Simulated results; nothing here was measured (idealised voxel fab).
The process module that follows is named voxel spacer lines.
300 nm wide, 5 nm square cells: that's cross-section cut.
A cross-section is written here as square cells arranged in a grid, and it is given in bands from the top down, each band taking up one or more rows of cells.
Top height, bottom height, nm. Materials left to right, width each, nm. Single material + "everywhere" = fills band edge to edge. "empty" = empty.
Measure heights from 0. That's the level where, below it, the as-received wafer is all one material. The lowest band is bottomless and extends downward; write it as in "0 nm and below".
The expression "30 to 40" gives the width at the extremes of the band, the first number at its top row of cells and the second at its bottom row, with the width changing by equal amounts from each row to the next in between.
"no modification" means the step left every cell of the cross-section as it was.
The list in "Closed cavity list" covers empty spaces of 8 cells or more that cannot reach the top through any open way, and it gives each as width x height at distance; the distance is from the left edge, and width, height and distance are in nm.
It should be noted that, on the line of a given step, the content following the step's settings is a remark produced by the simulator itself with respect to that step.
overlay nm: mask right of planned place by this much (step with mask). Neg. = left.
# Steps planned for the process
| 1 | RECEIVE, material Si |
| 2 | CONFORMAL_DEP, material SiO2, thk nm 5 |
| 3 | DIRECTIONAL_DEP, material W, thk nm 10 |
| 4 | DIRECTIONAL_DEP, material polySi, thk nm 30 |
| 5 | PATTERN, tone cover, mask id MANDREL, material resist, width nm 20, pitch nm 70, thk nm 35, overlay nm 0 |
| 6 | DIRECTIONAL_ETCH, etch materials polySi, depth nm 30 |
| 7 | STRIP, etch materials resist |
| 8 | CONFORMAL_DEP, material SiN, thk nm 15 |
| 9 | DIRECTIONAL_ETCH, etch materials SiN, depth nm 15 |
| 10 | STRIP, etch materials polySi |
| 11 | DIRECTIONAL_ETCH, etch materials W, depth nm 10 |
| 12 | STRIP, etch materials SiN |
| 13 | FILL_DEP, material SiO2, thk nm 5 |
| 14 | CMP, height nm 15 |
# The first of the two wafers, which ran as planned
# Wafer cross-section on receipt, i.e. after step 1
0 nm and below: Si everywhere
Closed cavity list: none
# Cross-section through the wafer, step 2 finished
5 nm to 0 nm: SiO2 everywhere
All layers under 0 are left as they were.
# Cross-section through the wafer, step 3 finished
15 nm to 5 nm: W everywhere
All layers under 5 are left as they were.
# Cross-section through the wafer, step 4 finished
45 nm to 15 nm: polySi everywhere
All layers under 15 are left as they were.
# Cross-section through the wafer, step 5 finished
80 nm to 45 nm: 70 nm empty  20 nm resist  50 nm empty  20 nm resist  50 nm empty  20 nm resist  70 nm empty
All layers under 45 are left as they were.
# Cross-section through the wafer, step 6 finished
80 nm to 45 nm: 70 nm empty  20 nm resist  50 nm empty  20 nm resist  50 nm empty  20 nm resist  70 nm empty
45 nm to 15 nm: 70 nm empty  20 nm polySi  50 nm empty  20 nm polySi  50 nm empty  20 nm polySi  70 nm empty
All layers under 15 are left as they were.
# Cross-section through the wafer, step 7 finished
45 nm to 15 nm: 70 nm empty  20 nm polySi  50 nm empty  20 nm polySi  50 nm empty  20 nm polySi  70 nm empty
All layers under 15 are left as they were.
# Cross-section through the wafer, step 8 finished
60 nm to 45 nm: 55 nm empty  50 nm SiN  20 nm empty  50 nm SiN  20 nm empty  50 nm SiN  55 nm empty
45 nm to 30 nm: 55 nm empty  15 nm SiN  20 nm polySi  15 nm SiN  20 nm empty  15 nm SiN  20 nm polySi  15 nm SiN  20 nm empty  15 nm SiN  20 nm polySi  15 nm SiN  55 nm empty
30 nm to 15 nm: 70 nm SiN  20 nm polySi  50 nm SiN  20 nm polySi  50 nm SiN  20 nm polySi  70 nm SiN
All layers under 15 are left as they were.
# Cross-section through the wafer, step 9 finished
45 nm to 15 nm: 55 nm empty  15 nm SiN  20 nm polySi  15 nm SiN  20 nm empty  15 nm SiN  20 nm polySi  15 nm SiN  20 nm empty  15 nm SiN  20 nm polySi  15 nm SiN  55 nm empty
All layers under 15 are left as they were.
# Cross-section through the wafer, step 10 finished
45 nm to 15 nm: 55 nm empty  15 nm SiN  20 nm empty  15 nm SiN  20 nm empty  15 nm SiN  20 nm empty  15 nm SiN  20 nm empty  15 nm SiN  20 nm empty  15 nm SiN  55 nm empty
All layers under 15 are left as they were.
# Cross-section through the wafer, step 11 finished
45 nm to 15 nm: 55 nm empty  15 nm SiN  20 nm empty  15 nm SiN  20 nm empty  15 nm SiN  20 nm empty  15 nm SiN  20 nm empty  15 nm SiN  20 nm empty  15 nm SiN  55 nm empty
15 nm to 5 nm: 55 nm empty  15 nm W  20 nm empty  15 nm W  20 nm empty  15 nm W  20 nm empty  15 nm W  20 nm empty  15 nm W  20 nm empty  15 nm W  55 nm empty
All layers under 5 are left as they were.
# Cross-section through the wafer, step 12 finished
15 nm to 5 nm: 55 nm empty  15 nm W  20 nm empty  15 nm W  20 nm empty  15 nm W  20 nm empty  15 nm W  20 nm empty  15 nm W  20 nm empty  15 nm W  55 nm empty
All layers under 5 are left as they were.
# Cross-section through the wafer, step 13 finished
20 nm to 15 nm: SiO2 everywhere
15 nm to 5 nm: 55 nm SiO2  15 nm W  20 nm SiO2  15 nm W  20 nm SiO2  15 nm W  20 nm SiO2  15 nm W  20 nm SiO2  15 nm W  20 nm SiO2  15 nm W  55 nm SiO2
All layers under 5 are left as they were.
# Cross-section through the wafer, step 14 finished
15 nm to 5 nm: 55 nm SiO2  15 nm W  20 nm SiO2  15 nm W  20 nm SiO2  15 nm W  20 nm SiO2  15 nm W  20 nm SiO2  15 nm W  20 nm SiO2  15 nm W  55 nm SiO2
All layers under 5 are left as they were.
# Okay, second wafer. Nothing different at the start, nothing different in the plan, just one mistake somewhere in the running. As far as step 1, counting that step, it's the first wafer all over again
# Cross-sectional view of the second wafer at the intended end time of process step 2
10 nm to 0 nm: W everywhere
All layers under 0 are left as they were.
# Cross-sectional view of the second wafer at the intended end time of process step 3
15 nm to 10 nm: SiO2 everywhere
All layers under 10 are left as they were.
# Cross-sectional view of the second wafer at the intended end time of process step 4
45 nm to 15 nm: polySi everywhere
All layers under 15 are left as they were.
# Cross-sectional view of the second wafer at the intended end time of process step 5
80 nm to 45 nm: 70 nm empty  20 nm resist  50 nm empty  20 nm resist  50 nm empty  20 nm resist  70 nm empty
All layers under 45 are left as they were.
# Cross-sectional view of the second wafer at the intended end time of process step 6
80 nm to 45 nm: 70 nm empty  20 nm resist  50 nm empty  20 nm resist  50 nm empty  20 nm resist  70 nm empty
45 nm to 15 nm: 70 nm empty  20 nm polySi  50 nm empty  20 nm polySi  50 nm empty  20 nm polySi  70 nm empty
All layers under 15 are left as they were.
# Cross-sectional view of the second wafer at the intended end time of process step 7
45 nm to 15 nm: 70 nm empty  20 nm polySi  50 nm empty  20 nm polySi  50 nm empty  20 nm polySi  70 nm empty
All layers under 15 are left as they were.
# Cross-sectional view of the second wafer at the intended end time of process step 8
60 nm to 45 nm: 55 nm empty  50 nm SiN  20 nm empty  50 nm SiN  20 nm empty  50 nm SiN  55 nm empty
45 nm to 30 nm: 55 nm empty  15 nm SiN  20 nm polySi  15 nm SiN  20 nm empty  15 nm SiN  20 nm polySi  15 nm SiN  20 nm empty  15 nm SiN  20 nm polySi  15 nm SiN  55 nm empty
30 nm to 15 nm: 70 nm SiN  20 nm polySi  50 nm SiN  20 nm polySi  50 nm SiN  20 nm polySi  70 nm SiN
All layers under 15 are left as they were.
# Cross-sectional view of the second wafer at the intended end time of process step 9
45 nm to 15 nm: 55 nm empty  15 nm SiN  20 nm polySi  15 nm SiN  20 nm empty  15 nm SiN  20 nm polySi  15 nm SiN  20 nm empty  15 nm SiN  20 nm polySi  15 nm SiN  55 nm empty
All layers under 15 are left as they were.
# Cross-sectional view of the second wafer at the intended end time of process step 10
45 nm to 15 nm: 55 nm empty  15 nm SiN  20 nm empty  15 nm SiN  20 nm empty  15 nm SiN  20 nm empty  15 nm SiN  20 nm empty  15 nm SiN  20 nm empty  15 nm SiN  55 nm empty
All layers under 15 are left as they were.
Cross-sectional view of the second wafer at the intended end time of process step 11: no modification
# Cross-sectional view of the second wafer at the intended end time of process step 12
15 nm to 10 nm: SiO2 everywhere
All layers under 10 are left as they were.
# Cross-sectional view of the second wafer at the intended end time of process step 13
20 nm to 10 nm: SiO2 everywhere
All layers under 10 are left as they were.
# Cross-sectional view of the second wafer at the intended end time of process step 14
15 nm to 10 nm: SiO2 everywhere
All layers under 10 are left as they were.
Misprocessing identified: note: step 2 <-> step 3, run order reversed vs plan
At the finish, the second wafer shows more or fewer cells for some materials than the first does: -84 SiO2; +84 W
